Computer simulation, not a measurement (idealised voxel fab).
process module | voxel transistor to metal
cross-section cut | 185 nm wide | cells 5 nm
A cross-section is a grid of square cells, given in bands from the top down. A band is one or more rows of cells.
Each band's line starts with the height of the band's top and of its bottom, in nm. Then come its materials from left to right, each with its width in nm. One material with "throughout" fills the band from edge to edge. "air" is empty space.
Height 0 is the level under which the wafer as received is all one material. The lowest band goes on downwards, as in "0 down".
A width such as "30 to 40" changes by the same amount from each row of cells to the next, from the band's top row to its bottom row.
"no change" after a step means that no cell of the cross-section changed.
closed voids: empty space of 8 cells or more with no open way to the top, each as width x height at its distance from the left edge, in nm
after a step's settings: what the simulator itself notes on the step
overlay nm, on a step with a mask: how far to the right of its planned place the mask lay; to the left if negative
plan
1 op RECEIVE | material Si
2 op OXIDIZE | depth nm 5
3 op CONFORMAL_DEP | material SiN | thk nm 10
4 op MASKED_ETCH | tone cover | mask id ACTIVE | width nm 105 | etch materials SiN | depth nm 10 | overlay nm 0
5 op MASKED_ETCH | tone cover | mask id ACTIVE | width nm 105 | etch materials SiO2 | depth nm 5 | overlay nm 0
6 op MASKED_ETCH | tone cover | mask id ACTIVE | width nm 105 | etch materials Si | depth nm 35 | overlay nm 0
7 op FILL_DEP | material SiO2 | thk nm 10
8 op CMP | height nm 10
9 op SELECTIVE_ETCH | etch materials SiO2 | depth nm 10
10 op STRIP | etch materials SiN
11 op SELECTIVE_ETCH | etch materials SiO2 | depth nm 5
12 op OXIDIZE | depth nm 5
13 op DIRECTIONAL_DEP | material polySi | thk nm 25
14 op DIRECTIONAL_DEP | material SiCN | thk nm 10
15 op MASKED_ETCH | tone cover | mask id GATE | width nm 15 | etch materials SiCN | depth nm 20 | overlay nm 0
16 op MASKED_ETCH | tone cover | mask id GATE | width nm 15 | etch materials polySi | depth nm 35 | overlay nm 0
17 op CONFORMAL_DEP | material SiO2 | thk nm 5
18 op DIRECTIONAL_ETCH | etch materials SiO2 | depth nm 5
19 op CONFORMAL_DEP | material SiN | thk nm 10
20 op DIRECTIONAL_ETCH | etch materials SiN | depth nm 10
21 op DIRECTIONAL_ETCH | etch materials SiO2 | depth nm 5
22 op EPI | material SiGe | thk nm 5
23 op FILL_DEP | material SiO2 | thk nm 10
24 op CMP | height nm 30
25 op DIRECTIONAL_DEP | material SiO2 | thk nm 10
26 op DIRECTIONAL_DEP | material aC | thk nm 10
27 op PATTERN | tone open | mask id CONTACT | material resist | width nm 35 | pitch nm 60 | thk nm 25 | overlay nm 0
28 op DIRECTIONAL_ETCH | etch materials aC | depth nm 10
29 op STRIP | etch materials resist
30 op DIRECTIONAL_ETCH | etch materials SiO2 | depth nm 45
31 op STRIP | etch materials aC
32 op CONFORMAL_DEP | material TiN | thk nm 5
33 op FILL_DEP | material Ru | thk nm 10
34 op CMP | height nm 40
35 op CONFORMAL_DEP | material SiN | thk nm 5
36 op DIRECTIONAL_DEP | material SiO2 | thk nm 15
37 op MASKED_ETCH | tone open | mask id METAL_1 | width nm 20 | pitch nm 75 | etch materials SiO2 | depth nm 15 | overlay nm 0
38 op MASKED_ETCH | tone open | mask id METAL_1 | width nm 20 | pitch nm 75 | etch materials SiN | depth nm 5 | overlay nm 0
39 op CONFORMAL_DEP | material TiN | thk nm 5
40 op FILL_DEP | material Ru | thk nm 10
41 op CMP | height nm 60
42 op CONFORMAL_DEP | material SiCN | thk nm 5
43 op DIRECTIONAL_DEP | material SiO2 | thk nm 30
44 op MASKED_ETCH | tone open | mask id METAL_2 | width nm 20 | pitch nm 75 | etch materials SiO2 | depth nm 15 | overlay nm 0
45 op PATTERN | tone open | mask id METAL_2_HOLES | material resist | width nm 15 | pitch nm 75 | thk nm 20 | overlay nm 0
46 op DIRECTIONAL_ETCH | etch materials SiO2 | depth nm 15
47 op DIRECTIONAL_ETCH | etch materials SiCN | depth nm 5
48 op STRIP | etch materials resist
49 op CONFORMAL_DEP | material TiN | thk nm 5
50 op FILL_DEP | material Ru | thk nm 5
51 op CMP | height nm 95
52 op CONFORMAL_DEP | material SiN | thk nm 5
as received, after step 1
  0 down: Si throughout
  closed voids: none
first wafer at the end, as planned
  100 to 95: SiN throughout
  95 to 85: SiO2 45 | TiN 5 | Ru 10 | TiN 5 | SiO2 55 | TiN 5 | Ru 10 | TiN 5 | SiO2 45
  85 to 80: SiO2 45 | TiN 5 | Ru 5 | TiN 10 | SiO2 55 | TiN 5 | Ru 5 | TiN 10 | SiO2 45
  80 to 65: SiO2 45 | TiN 5 | Ru 5 | TiN 5 | SiO2 60 | TiN 5 | Ru 5 | TiN 5 | SiO2 50
  65 to 60: SiCN 45 | TiN 15 | SiCN 60 | TiN 15 | SiCN 50
  60 to 45: SiO2 45 | TiN 5 | Ru 10 | TiN 5 | SiO2 55 | TiN 5 | Ru 10 | TiN 5 | SiO2 45
  45 to 40: SiN 45 | TiN 20 | SiN 55 | TiN 20 | SiN 45
  40 to 30: SiO2 45 | TiN 5 | Ru 25 to 15 | TiN 5 to 15 | SiO2 25 | TiN 5 to 15 | Ru 25 to 15 | TiN 5 | SiO2 45
  30 to 20: SiO2 45 | TiN 5 | Ru 15 | TiN 5 | SiN 10 | SiO2 5 | SiCN 15 | SiO2 5 | SiN 10 | TiN 5 | Ru 15 | TiN 5 | SiO2 45
  20 to 0: SiO2 45 | TiN 5 | Ru 15 | TiN 5 | SiN 10 | SiO2 5 | polySi 15 | SiO2 5 | SiN 10 | TiN 5 | Ru 15 | TiN 5 | SiO2 45
  0 to -5: SiO2 45 | TiN 25 | SiN 10 | SiO2 5 | polySi 15 | SiO2 5 | SiN 10 | TiN 25 | SiO2 45
  -5 to -10: SiO2 35 | SiGe 35 | SiO2 45 | SiGe 35 | SiO2 35
  -10 to -40: SiO2 40 | Si 105 | SiO2 40
  -40 down: Si throughout
  closed voids: none
second wafer at the end: like start, like plan, one mistake
  100 to 95: SiN throughout
  95 to 85: SiO2 45 | TiN 5 | Ru 10 | TiN 5 | SiO2 55 | TiN 5 | Ru 10 | TiN 5 | SiO2 45
  85 to 80: SiO2 45 | TiN 5 | Ru 5 | TiN 10 | SiO2 55 | TiN 5 | Ru 5 | TiN 10 | SiO2 45
  80 to 65: SiO2 45 | TiN 5 | Ru 5 | TiN 5 | SiO2 60 | TiN 5 | Ru 5 | TiN 5 | SiO2 50
  65 to 60: SiCN 45 | TiN 15 | SiCN 60 | TiN 15 | SiCN 50
  60 to 45: SiO2 45 | TiN 5 | Ru 10 | TiN 5 | SiO2 55 | TiN 5 | Ru 10 | TiN 5 | SiO2 45
  45 to 40: SiN 45 | TiN 20 | SiN 55 | TiN 20 | SiN 45
  40 to 30: SiO2 45 | TiN 5 | Ru 25 | TiN 5 | SiO2 25 | TiN 5 | Ru 25 | TiN 5 | SiO2 45
  30 to 20: SiO2 45 | TiN 5 | Ru 25 | TiN 5 | SiO2 5 | SiCN 15 | SiO2 5 | TiN 5 | Ru 25 | TiN 5 | SiO2 45
  20 to 0: SiO2 45 | TiN 5 | Ru 25 | TiN 5 | SiO2 5 | polySi 15 | SiO2 5 | TiN 5 | Ru 25 | TiN 5 | SiO2 45
  0 to -5: SiO2 45 | TiN 35 | SiO2 5 | polySi 15 | SiO2 5 | TiN 35 | SiO2 45
  -5 to -10: SiO2 35 | SiGe 45 | SiO2 25 | SiGe 45 | SiO2 35
  -10 to -40: SiO2 40 | Si 105 | SiO2 40
  -40 down: Si throughout
  closed voids: none
what went wrong: step 19 was left out
at the end the second wafer has, in cells: 28 more of Ru | 4 more of SiGe | 28 fewer of SiN | 4 fewer of SiO2
